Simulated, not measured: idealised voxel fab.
Title: Process Module voxel wiring stack
cross-section cut | 280 nm wide | cells 5 nm
Notation: cross-section as square-cell grid; stated in bands, top first, going down; one or more cell rows per band. Per band: top height and bottom height in nm, followed by the left-to-right materials and their widths in nm; "edge to edge" marks a single material spanning edge to edge, "air" marks empty space. Heights are expressed relative to 0, this being the level below which the as-received wafer comprises one material exclusively. The lowest band is unbounded in the downward direction and is denoted as in "0 -> down". A width given as "30..40" starts at the first number in the band's top row and ends at the second number in its bottom row, shifting by an equal amount at every step from row to row. No cell of the cross-section changed in a step that is given as "remained unchanged". You'll see "Sealed void list" listing empty spaces that have no way open to the top, as long as they're 8 cells or more; the notation is width x height at distance, where the distance is from the left edge, and all of it is in nm. Note: text after step settings on the step line = simulator remark on that step. overlay nm: mask right of planned place by this much (step with mask). Neg. = left.
## Set out below are the planned steps of the process
1 RECEIVE | material Si
2 CONFORMAL_DEP | material SiO2 | thk nm 15
3 CONFORMAL_DEP | material SiN | thk nm 5
4 DIRECTIONAL_DEP | material lowk | thk nm 20
5 DIRECTIONAL_DEP | material aC | thk nm 10
6 PATTERN | tone open | mask id METAL_1 | material resist | width nm 25 | pitch nm 45 | thk nm 25 | overlay nm 0
7 DIRECTIONAL_ETCH | etch materials aC | depth nm 10
8 STRIP | etch materials resist
9 DIRECTIONAL_ETCH | etch materials lowk | depth nm 20
10 DIRECTIONAL_ETCH | etch materials SiN | depth nm 5
11 STRIP | etch materials aC
12 CONFORMAL_DEP | material TiN | thk nm 5
13 FILL_DEP | material Ru | thk nm 5
14 CMP | height nm 40
15 CONFORMAL_DEP | material SiCN | thk nm 5
16 DIRECTIONAL_DEP | material lowk | thk nm 10
17 MASKED_ETCH | tone open | mask id PLUG_1 | width nm 15 | pitch nm 45 | etch materials lowk | depth nm 10 | overlay nm 0
18 MASKED_ETCH | tone open | mask id PLUG_1 | width nm 15 | pitch nm 45 | etch materials SiCN | depth nm 5 | overlay nm 0
19 EPI | material Ru | thk nm 10
20 EPI | material Ru | thk nm 5
21 CONFORMAL_DEP | material SiN | thk nm 5
22 DIRECTIONAL_DEP | material SiO2 | thk nm 15
23 PATTERN | tone open | mask id METAL_2 | material resist | width nm 25 | pitch nm 45 | thk nm 20 | overlay nm 0
24 DIRECTIONAL_ETCH | etch materials SiO2 | depth nm 15
25 DIRECTIONAL_ETCH | etch materials SiN | depth nm 5
26 STRIP | etch materials resist
27 CONFORMAL_DEP | material TiN | thk nm 5
28 FILL_DEP | material Cu | thk nm 5
29 CMP | height nm 75
30 CONFORMAL_DEP | material SiN | thk nm 5
## Shown in cross-section is the wafer as received, that is, as it stands after step 1
    0 -> down: Si edge to edge
    Sealed void list: none
## Below is the wafer in cross-section after the module was completed. It began from the starting point shown above and followed the plan shown above, except that one mistake was made while running it
    80 -> 75: SiN edge to edge
    75 -> 70: 80 SiO2 | 5 TiN | 15 Cu | 5 TiN | 20 SiO2 | 5 TiN | 15 Cu | 5 TiN | 20 SiO2 | 5 TiN | 15 Cu | 5 TiN | 85 SiO2
    70 -> 65: 65 SiO2 | 15 SiN | 25 TiN | 20 SiN | 25 TiN | 20 SiN | 25 TiN | 5 SiN | 80 SiO2
    65 -> 60: 65 SiO2 | 5 SiN | 35 Ru | 10 SiN | 35 Ru | 10 SiN | 35 Ru | 5 SiN | 80 SiO2
    60 -> 55: 70 SiN | 35 Ru | 10 SiN | 35 Ru | 10 SiN | 35 Ru | 85 SiN
    55 -> 45: 80 lowk | 15 Ru | 30 lowk | 15 Ru | 30 lowk | 15 Ru | 95 lowk
    45 -> 40: 80 SiCN | 15 Ru | 30 SiCN | 15 Ru | 30 SiCN | 15 Ru | 95 SiCN
    40 -> 20: 80 lowk | 5 TiN | 15 Ru | 5 TiN | 20 lowk | 5 TiN | 15 Ru | 5 TiN | 20 lowk | 5 TiN | 15 Ru | 5 TiN | 85 lowk
    20 -> 15: 80 SiN | 25 TiN | 20 SiN | 25 TiN | 20 SiN | 25 TiN | 85 SiN
    15 -> 0: SiO2 edge to edge
    0 -> down: Si edge to edge
    Sealed void list: none
Short version of what went wrong: step 19 was run twice
